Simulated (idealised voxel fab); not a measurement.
The following is a process module called voxel released beams.
This is section cut - it's 185 nm across, gridded in 5 nm square cells.
This document writes a cross-section as a grid whose cells are square, and gives it as bands, listed from the top down; one or more rows of cells form a band.
Read a band's entry like this: the first values are the height of its top and the height of its bottom in nm, and what follows is the sequence of materials from left to right, each with its width in nm. Note that "blank" is empty space, and that a single material marked "all across" reaches across the band from edge to edge.
Heads up on the height convention: 0 is the point under which the incoming wafer is all one material, and the lowest band has no bottom, it just keeps going down, like "top 0, no bottom".
Width "30..40": first value at the band's top row of cells, second value at its bottom row, equal change from row to row.
No cell of the cross-section changed in a step that is given as "no change occurred".
This entry, "Closed cavities", enumerates those empty regions of no fewer than 8 cells that possess no open connection to the top. Each region is reported in the form width x height at distance, the distance being taken from the left edge, with all three quantities expressed in nm.
What comes after the settings on a step's line is commentary from the simulator itself on that step.
Among the settings permitted on a step's line is "overlay nm"; applied to a step with a mask, it specifies the extent to which the mask lay to the right of its planned position, whereas a negative figure signifies a position to the left.
Intended process steps
step 1: op RECEIVE | material Si
step 2: op CONFORMAL_DEP | material SiN | thk nm 5
step 3: op DIRECTIONAL_DEP | material SiO2 | thk nm 20
step 4: op MASKED_ETCH | tone open | mask id ANCHOR | width nm 35 | etch materials SiO2 | depth nm 20 | overlay nm 0
step 5: op CONFORMAL_DEP | material W | thk nm 10
step 6: op PATTERN | tone cover | mask id BEAM | material resist | width nm 105 | thk nm 20 | overlay nm 0
step 7: op DIRECTIONAL_ETCH | etch materials W | depth nm 10
step 8: op STRIP | etch materials resist
step 9: op STRIP | etch materials SiO2
Of two wafers, the first: run according to plan
Here's what the wafer looked like in cross-section when it arrived - that's after step 1
	top 0, no bottom  Si all across
	Closed cavities: none
The wafer, seen in cross-section, after step 2
	top 5, bottom 0  SiN all across
	All layers under 0 are left as they were.
The wafer, seen in cross-section, after step 3
	top 25, bottom 5  SiO2 all across
	All layers under 5 are left as they were.
The wafer, seen in cross-section, after step 4
	top 25, bottom 5  SiO2=40, blank=35, SiO2=110
	All layers under 5 are left as they were.
The wafer, seen in cross-section, after step 5
	top 35, bottom 25  W=50, blank=15, W=120
	top 25, bottom 15  SiO2=40, W=10, blank=15, W=10, SiO2=110
	top 15, bottom 5  SiO2=40, W=35, SiO2=110
	All layers under 5 are left as they were.
The wafer, seen in cross-section, after step 6
	top 55, bottom 35  blank=35, resist=105, blank=45
	top 35, bottom 25  W=50, resist=15, W=120
	top 25, bottom 15  SiO2=40, W=10, resist=15, W=10, SiO2=110
	All layers under 15 are left as they were.
The wafer, seen in cross-section, after step 7
	top 55, bottom 35  blank=35, resist=105, blank=45
	top 35, bottom 25  blank=35, W=15, resist=15, W=75, blank=45
	All layers under 25 are left as they were.
The wafer, seen in cross-section, after step 8
	top 35, bottom 25  blank=35, W=15, blank=15, W=75, blank=45
	top 25, bottom 15  SiO2=40, W=10, blank=15, W=10, SiO2=110
	All layers under 15 are left as they were.
The wafer, seen in cross-section, after step 9
	top 35, bottom 25  blank=35, W=15, blank=15, W=75, blank=45
	top 25, bottom 15  blank=40, W=10, blank=15, W=10, blank=110
	top 15, bottom 5  blank=40, W=35, blank=110
	All layers under 5 are left as they were.
Now the other wafer: same start, same recipe, but we messed up one thing when running it. Up to and including step 5 it's the same as the first one
Cross-section of the second wafer at the time step 6 of the plan should have ended
	top 55, bottom 35  blank=25, resist=105, blank=55
	top 35, bottom 25  W=50, resist=15, W=120
	top 25, bottom 15  SiO2=40, W=10, resist=15, W=10, SiO2=110
	All layers under 15 are left as they were.
Cross-section of the second wafer at the time step 7 of the plan should have ended
	top 55, bottom 35  blank=25, resist=105, blank=55
	top 35, bottom 25  blank=25, W=25, resist=15, W=65, blank=55
	All layers under 25 are left as they were.
Cross-section of the second wafer at the time step 8 of the plan should have ended
	top 35, bottom 25  blank=25, W=25, blank=15, W=65, blank=55
	top 25, bottom 15  SiO2=40, W=10, blank=15, W=10, SiO2=110
	All layers under 15 are left as they were.
Cross-section of the second wafer at the time step 9 of the plan should have ended
	top 35, bottom 25  blank=25, W=25, blank=15, W=65, blank=55
	top 25, bottom 15  blank=40, W=10, blank=15, W=10, blank=110
	top 15, bottom 5  blank=40, W=35, blank=110
	All layers under 5 are left as they were.
What was done differently from what was planned? the process deviated at step 6: the operation and settings actually run there were op PATTERN | tone cover | mask id BEAM | material resist | width nm 105 | thk nm 20 | overlay nm -10
Matching per-material cell counts, mismatched positions: that is how the second wafer compares with the first at the end.
